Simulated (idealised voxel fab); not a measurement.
process module | voxel lift off
cross-section cut | 170 nm wide | cells 5 nm
A cross-section is a grid of square cells, given in bands from the top down. A band is one or more rows of cells.
Each band's line starts with the height of the band's top and of its bottom, in nm. Then come its materials from left to right, each with its width in nm. One material with "throughout" fills the band from edge to edge. "air" is empty space.
Height 0 is the level under which the wafer as received is all one material. The lowest band goes on downwards, as in "0 down".
A width such as "30 to 40" changes by the same amount from each row of cells to the next, from the band's top row to its bottom row.
"no change" after a step means that no cell of the cross-section changed.
closed voids: empty space of 8 cells or more with no open way to the top, each as width x height at its distance from the left edge, in nm
after a step's settings: what the simulator itself notes on the step
overlay nm, on a step with a mask: how far to the right of its planned place the mask lay; to the left if negative
plan
1 op RECEIVE | material Si
2 op CONFORMAL_DEP | material Al2O3 | thk nm 15
3 op PATTERN | tone open | mask id LINES | material resist | width nm 25 | pitch nm 50 | thk nm 30 | overlay nm 0
4 op DIRECTIONAL_DEP | material Ru | thk nm 15
5 op STRIP | etch materials resist
6 op CONFORMAL_DEP | material SiN | thk nm 5
as received, after step 1
  0 down: Si throughout
  closed voids: none
first wafer at the end, as planned
  35 to 30: air 40 | SiN 35 | air 15 | SiN 35 | air 45
  30 to 20: air 40 | SiN 5 | Ru 25 | SiN 5 | air 15 | SiN 5 | Ru 25 | SiN 5 | air 45
  20 to 15: SiN 45 | Ru 25 | SiN 25 | Ru 25 | SiN 50
  15 to 0: Al2O3 throughout
  0 down: Si throughout
  closed voids: none
second wafer at the end: like start, like plan, one mistake
  50 to 45: air 40 | SiN 35 | air 15 | SiN 35 | air 45
  45 to 35: air 40 | SiN 5 | Ru 25 | SiN 5 | air 15 | SiN 5 | Ru 25 | SiN 5 | air 45
  35 to 30: SiN 45 | Ru 25 | SiN 25 | Ru 25 | SiN 50
  30 to 0: Al2O3 throughout
  0 down: Si throughout
  closed voids: none
what went wrong: step 2 was run twice
at the end the second wafer has, in cells: 102 more of Al2O3
